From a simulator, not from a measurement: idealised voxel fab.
Presented below is a process module, voxel air gaps.
Displayed cross-section: cut, width of 210 nm, square cells sized 5 nm.
This document writes a cross-section as a grid whose cells are square, and gives it as bands, listed from the top down; one or more rows of cells form a band.
Per band: top height and bottom height in nm, followed by the left-to-right materials and their widths in nm; "all across" marks a single material spanning edge to edge, "empty" marks empty space.
It should be noted that heights are counted from 0, beneath which the wafer as supplied is of one material throughout, and that the lowest band possesses no lower boundary but continues downward, as written in "from 0 down".
The two numbers in a width such as "30 to 40" mark its ends across the band: the first belongs to the top row of cells, the second to the bottom row, and from each row to the next the width moves by the same amount.
"all unchanged" means the step left every cell of the cross-section as it was.
Voids not open to the top, 8 cells minimum: see "Closed internal voids". Written width x height at distance; distance is from the left edge; nm.
Step line, after settings: the simulator's comment on this step.
A step's line can hold "overlay nm"; with a mask on that step, the setting says how far right of the planned place the mask lay, while a negative setting says it lay to the left.
Steps in the process plan:
1) RECEIVE | material Si
2) CONFORMAL_DEP | material SiO2 | thk nm 10
3) CONFORMAL_DEP | material SiN | thk nm 5
4) DIRECTIONAL_DEP | material SiO2 | thk nm 30
5) PATTERN | tone open | mask id LINES | material resist | width nm 20 | pitch nm 45 | thk nm 20 | overlay nm 0
6) DIRECTIONAL_ETCH | etch materials SiO2 | depth nm 30
7) STRIP | etch materials resist
8) CONFORMAL_DEP | material TiN | thk nm 5
9) FILL_DEP | material Cu | thk nm 10
10) CMP | height nm 45
11) EPI | material Ru | thk nm 10
12) SELECTIVE_ETCH | etch materials SiO2 | depth nm 40
13) CONFORMAL_DEP | material SiCN | thk nm 5
Delivered wafer in cross-section: state after step 1:
from 0 down  Si all across
Closed internal voids: none
Run as planned - first of the two wafers cross-sectioned at the end of the module:
from 60 to 55  10 of empty, then 185 of SiCN, then 15 of empty
from 55 to 45  10 of empty, then 5 of SiCN, then 40 of Ru, then 5 of SiCN, then 40 of Ru, then 5 of SiCN, then 40 of Ru, then 5 of SiCN, then 40 of Ru, then 5 of SiCN, then 15 of empty
from 45 to 40  10 of empty, then 15 of SiCN, then 5 of TiN, then 10 of Cu, then 5 of TiN, then 25 of SiCN, then 5 of TiN, then 10 of Cu, then 5 of TiN, then 25 of SiCN, then 5 of TiN, then 10 of Cu, then 5 of TiN, then 25 of SiCN, then 5 of TiN, then 10 of Cu, then 5 of TiN, then 15 of SiCN, then 15 of empty
from 40 to 20  20 of empty, then 5 of SiCN, then 5 of TiN, then 10 of Cu, then 5 of TiN, then 5 of SiCN, then 15 of empty, then 5 of SiCN, then 5 of TiN, then 10 of Cu, then 5 of TiN, then 5 of SiCN, then 15 of empty, then 5 of SiCN, then 5 of TiN, then 10 of Cu, then 5 of TiN, then 5 of SiCN, then 15 of empty, then 5 of SiCN, then 5 of TiN, then 10 of Cu, then 5 of TiN, then 5 of SiCN, then 25 of empty
from 20 to 15  25 of SiCN, then 20 of TiN, then 25 of SiCN, then 20 of TiN, then 25 of SiCN, then 20 of TiN, then 25 of SiCN, then 20 of TiN, then 30 of SiCN
from 15 to 10  SiN all across
from 10 to 0  SiO2 all across
from 0 down  Si all across
Closed internal voids: 15 x 20 at 50; 15 x 20 at 95; 15 x 20 at 140
Cross-section at end of module for the second wafer of two, which matched the first in starting point and plan and differed by one mistake in its processing:
from 60 to 55  SiCN all across
from 55 to 45  Ru all across
from 45 to 15  Cu all across
from 15 to 10  SiN all across
from 10 to 0  SiO2 all across
from 0 down  Si all across
Closed internal voids: none
Against the plan, the run slipped here: contrary to plan, step 4 was performed as DIRECTIONAL_DEP | material Cu | thk nm 30
In the final state, the cell counts of the second wafer exceed or fall short of those of the first for the following materials: 212 more of Cu | 20 more of Ru | 84 fewer of SiCN | 56 fewer of TiN
The second wafer ends with 0 closed voids, and the first wafer ends with 3.
